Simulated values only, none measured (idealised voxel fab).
voxel lift off: a process module
FYI the section here is cut, 250 nm wide, cells are 5 nm squares.
Cross-section = grid of square cells, listed top down in bands; band = one or more rows.
What a band's entry tells you: where the top is and where the bottom is, as heights in nm, and after that what lies inside, material by material from left to right, each with its width in nm. Empty space is written as the word "empty", and a single material marked with the word "everywhere" occupies the band from edge to edge.
For the purposes of this specification, 0 denotes the height below which the wafer in its as-received condition is composed wholly of one material, and the lowermost band, lacking a lower limit, extends downward without end, as expressed in "from 0 down".
Graded width ("30..40"): value in top row of band = first number; value in bottom row = second number; row-to-row change constant.
No cell of the cross-section changed in a step that is given as "no alteration".
The label "Entrapped void list" introduces a list of the empty spaces, 8 cells or larger, that have no open way up to the top; each entry in it reads width x height at distance, where the distance is taken from the left edge and all three are stated in nm.
Note: text after step settings on the step line = simulator remark on that step.
When a step includes a mask, the "overlay nm" setting on its line states how far to the right of its planned place that mask lay, and negative values state how far to the left.

THE PROCESS STEPS THAT WERE PLANNED ARE LISTED BELOW
1) RECEIVE [material Si]
2) CONFORMAL_DEP [material SiO2] [thk nm 10]
3) PATTERN [tone open] [mask id LINES] [material resist] [width nm 15] [pitch nm 40] [thk nm 25] [overlay nm 0]
4) DIRECTIONAL_DEP [material Ru] [thk nm 15]
5) STRIP [etch materials resist]
6) CONFORMAL_DEP [material SiO2] [thk nm 5]

WAFER AT RECEIPT (POST STEP 1), CROSS-SECTION
> from 0 down | Si everywhere
> Entrapped void list: none

CROSS-SECTION: FIRST OF TWO WAFERS, MODULE FINISHED, RUN ACCORDING TO PLAN
> from 30 to 25 | 50 empty | 25 SiO2 | 15 empty | 25 SiO2 | 15 empty | 25 SiO2 | 15 empty | 25 SiO2 | 55 empty
> from 25 to 15 | 50 empty | 5 SiO2 | 15 Ru | 5 SiO2 | 15 empty | 5 SiO2 | 15 Ru | 5 SiO2 | 15 empty | 5 SiO2 | 15 Ru | 5 SiO2 | 15 empty | 5 SiO2 | 15 Ru | 5 SiO2 | 55 empty
> from 15 to 10 | 55 SiO2 | 15 Ru | 25 SiO2 | 15 Ru | 25 SiO2 | 15 Ru | 25 SiO2 | 15 Ru | 60 SiO2
> from 10 to 0 | SiO2 everywhere
> from 0 down | Si everywhere
> Entrapped void list: none

WAFER TWO, END OF MODULE, CROSS-SECTION. SAME START, SAME PLAN AS WAFER ONE. ONE MISTAKE IN THE RUN
> from 25 to 20 | 50 empty | 25 SiO2 | 15 empty | 25 SiO2 | 15 empty | 25 SiO2 | 15 empty | 25 SiO2 | 55 empty
> from 20 to 15 | 50 empty | 5 SiO2 | 15 Ru | 5 SiO2 | 15 empty | 5 SiO2 | 15 Ru | 5 SiO2 | 15 empty | 5 SiO2 | 15 Ru | 5 SiO2 | 15 empty | 5 SiO2 | 15 Ru | 5 SiO2 | 55 empty
> from 15 to 10 | 55 SiO2 | 15 Ru | 25 SiO2 | 15 Ru | 25 SiO2 | 15 Ru | 25 SiO2 | 15 Ru | 60 SiO2
> from 10 to 0 | SiO2 everywhere
> from 0 down | Si everywhere
> Entrapped void list: none
The mistake made against the process plan was this: step 4 ran differently from the plan; actual operation with settings: DIRECTIONAL_DEP [material Ru] [thk nm 10]
It is noted that, at the conclusion of processing, the second wafer exhibits a higher or lower cell count for certain materials relative to the first: -12 Ru; -8 SiO2
